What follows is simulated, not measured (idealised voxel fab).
Process module name: voxel gate over fins
cross-section cut | 210 nm wide | cells 5 nm
When this document writes out a cross-section, it uses a grid of square cells and lists it as bands, beginning at the top and moving down, with a band standing for one or more rows of cells.
Basically the band line says how high the top is and how high the bottom is, in nm, and then what's in it from left to right, every material with its width in nm. Empty space shows up as "blank", and if a single material carries "throughout" it runs the full band edge to edge.
Height is counted from the level 0, under which the received wafer is composed throughout of one material. The lowest of the bands is not closed at the bottom but continues downward, in the notation "0..down".
A two-number width, for instance "30..40", indicates that the width is equal to the first number in the top row of the band and to the second number in the bottom row, and that it changes by a constant amount per row of cells.
For the purposes of this document, the phrase "nothing got changed" attached to a step denotes that no cell within the cross-section was modified by that step.
Look at "Cavities, closed" for the closed voids: empty spaces with no open path to the top, sized 8 cells or up. Each is width x height at distance, distance from the left edge, all nm.
Past the settings on a step's line: simulator remark, on that step.
overlay nm: how far to the right of its planned place the mask lay on this masked step (negative: to the left).

plan
- 1: RECEIVE | material Si
- 2: CONFORMAL_DEP | material SiN | thk nm 10
- 3: MASKED_ETCH | tone cover | mask id FINS | width nm 15 | pitch nm 35 | etch materials SiN | depth nm 10 | overlay nm 0
- 4: MASKED_ETCH | tone cover | mask id FINS | width nm 15 | pitch nm 35 | etch materials Si | depth nm 40 | overlay nm 0
- 5: OXIDIZE | depth nm 5
- 6: FILL_DEP | material SiO2 | thk nm 10
- 7: CMP | height nm 10
- 8: SELECTIVE_ETCH | etch materials SiO2 | depth nm 20
- 9: STRIP | etch materials SiN
- 10: CONFORMAL_DEP | material HfO2 | thk nm 5
- 11: CONFORMAL_DEP | material TiN | thk nm 5
- 12: FILL_DEP | material W | thk nm 10
- 13: CMP | height nm 15
- 14: CONFORMAL_DEP | material SiCN | thk nm 10

First wafer, two in total, run as planned

Shown in cross-section is the wafer as received, that is, as it stands after step 1
  0..down = Si throughout
  Cavities, closed: none

Wafer after step 2 (cross-section)
  10..0 = SiN throughout
  Note: structure below 0 unchanged.

Wafer after step 3 (cross-section)
  10..0 = blank 80; SiN 15; blank 20; SiN 15; blank 80
  Note: structure below 0 unchanged.

Wafer after step 4 (cross-section)
  10..0 = blank 80; SiN 15; blank 20; SiN 15; blank 80
  0..-40 = blank 80; Si 15; blank 20; Si 15; blank 80
  Note: structure below -40 unchanged.

Wafer after step 5 (cross-section)
  10..0 = blank 80; SiN 15; blank 20; SiN 15; blank 80
  0..-40 = blank 80; SiO2 5; Si 5; SiO2 5; blank 20; SiO2 5; Si 5; SiO2 5; blank 80
  -40..-45 = SiO2 85; Si 5; SiO2 30; Si 5; SiO2 85
  Note: structure below -45 unchanged.

Wafer after step 6 (cross-section)
  20..10 = SiO2 throughout
  10..0 = SiO2 80; SiN 15; SiO2 20; SiN 15; SiO2 80
  0..-45 = SiO2 85; Si 5; SiO2 30; Si 5; SiO2 85
  Note: structure below -45 unchanged.

Wafer after step 7 (cross-section)
  10..0 = SiO2 80; SiN 15; SiO2 20; SiN 15; SiO2 80
  Note: structure below 0 unchanged.

Wafer after step 8 (cross-section)
  10..0 = blank 80; SiN 15; blank 20; SiN 15; blank 80
  0..-10 = blank 85; Si 5; blank 30; Si 5; blank 85
  Note: structure below -10 unchanged.

Wafer after step 9 (cross-section)
  0..-10 = blank 85; Si 5; blank 30; Si 5; blank 85
  Note: structure below -10 unchanged.

Wafer after step 10 (cross-section)
  5..0 = blank 80; HfO2 15; blank 20; HfO2 15; blank 80
  0..-5 = blank 80; HfO2 5; Si 5; HfO2 5; blank 20; HfO2 5; Si 5; HfO2 5; blank 80
  -5..-10 = HfO2 85; Si 5; HfO2 30; Si 5; HfO2 85
  Note: structure below -10 unchanged.

Wafer after step 11 (cross-section)
  10..5 = blank 75; TiN 25; blank 10; TiN 25; blank 75
  5..0 = blank 75; TiN 5; HfO2 15; TiN 5; blank 10; TiN 5; HfO2 15; TiN 5; blank 75
  0..-5 = TiN 80; HfO2 5; Si 5; HfO2 5; TiN 20; HfO2 5; Si 5; HfO2 5; TiN 80
  Note: structure below -5 unchanged.

Wafer after step 12 (cross-section)
  20..10 = W throughout
  10..5 = W 75; TiN 25; W 10; TiN 25; W 75
  5..0 = W 75; TiN 5; HfO2 15; TiN 5; W 10; TiN 5; HfO2 15; TiN 5; W 75
  Note: structure below 0 unchanged.

Wafer after step 13 (cross-section)
  15..10 = W throughout
  Note: structure below 10 unchanged.

Wafer after step 14 (cross-section)
  25..15 = SiCN throughout
  Note: structure below 15 unchanged.

The second wafer began exactly as the first did and followed the same plan, but one mistake was made while running it; through step 3 inclusive, the two wafers are identical

Second wafer, section view, time point: scheduled end of step 4
  10..0 = blank 80; SiN 15; blank 20; SiN 15; blank 80
  0..-80 = blank 80; Si 15; blank 20; Si 15; blank 80
  Note: structure below -80 unchanged.

Second wafer, section view, time point: scheduled end of step 5
  10..0 = blank 80; SiN 15; blank 20; SiN 15; blank 80
  0..-80 = blank 80; SiO2 5; Si 5; SiO2 5; blank 20; SiO2 5; Si 5; SiO2 5; blank 80
  -80..-85 = SiO2 85; Si 5; SiO2 30; Si 5; SiO2 85
  Note: structure below -85 unchanged.

Second wafer, section view, time point: scheduled end of step 6
  20..10 = SiO2 throughout
  10..0 = SiO2 80; SiN 15; SiO2 20; SiN 15; SiO2 80
  0..-85 = SiO2 85; Si 5; SiO2 30; Si 5; SiO2 85
  Note: structure below -85 unchanged.

Second wafer, section view, time point: scheduled end of step 7
  10..0 = SiO2 80; SiN 15; SiO2 20; SiN 15; SiO2 80
  Note: structure below 0 unchanged.

Second wafer, section view, time point: scheduled end of step 8
  10..0 = blank 80; SiN 15; blank 20; SiN 15; blank 80
  0..-10 = blank 85; Si 5; blank 30; Si 5; blank 85
  Note: structure below -10 unchanged.

Second wafer, section view, time point: scheduled end of step 9
  0..-10 = blank 85; Si 5; blank 30; Si 5; blank 85
  Note: structure below -10 unchanged.

Second wafer, section view, time point: scheduled end of step 10
  5..0 = blank 80; HfO2 15; blank 20; HfO2 15; blank 80
  0..-5 = blank 80; HfO2 5; Si 5; HfO2 5; blank 20; HfO2 5; Si 5; HfO2 5; blank 80
  -5..-10 = HfO2 85; Si 5; HfO2 30; Si 5; HfO2 85
  Note: structure below -10 unchanged.

Second wafer, section view, time point: scheduled end of step 11
  10..5 = blank 75; TiN 25; blank 10; TiN 25; blank 75
  5..0 = blank 75; TiN 5; HfO2 15; TiN 5; blank 10; TiN 5; HfO2 15; TiN 5; blank 75
  0..-5 = TiN 80; HfO2 5; Si 5; HfO2 5; TiN 20; HfO2 5; Si 5; HfO2 5; TiN 80
  Note: structure below -5 unchanged.

Second wafer, section view, time point: scheduled end of step 12
  20..10 = W throughout
  10..5 = W 75; TiN 25; W 10; TiN 25; W 75
  5..0 = W 75; TiN 5; HfO2 15; TiN 5; W 10; TiN 5; HfO2 15; TiN 5; W 75
  Note: structure below 0 unchanged.

Second wafer, section view, time point: scheduled end of step 13
  15..10 = W throughout
  Note: structure below 10 unchanged.

Second wafer, section view, time point: scheduled end of step 14
  25..15 = SiCN throughout
  Note: structure below 15 unchanged.
Nonconformance to the process plan: plan step 4 was twice executed
Bottom line after processing is that, in cells, the second wafer is up or down on some materials versus the first: Si -320, SiO2 +320
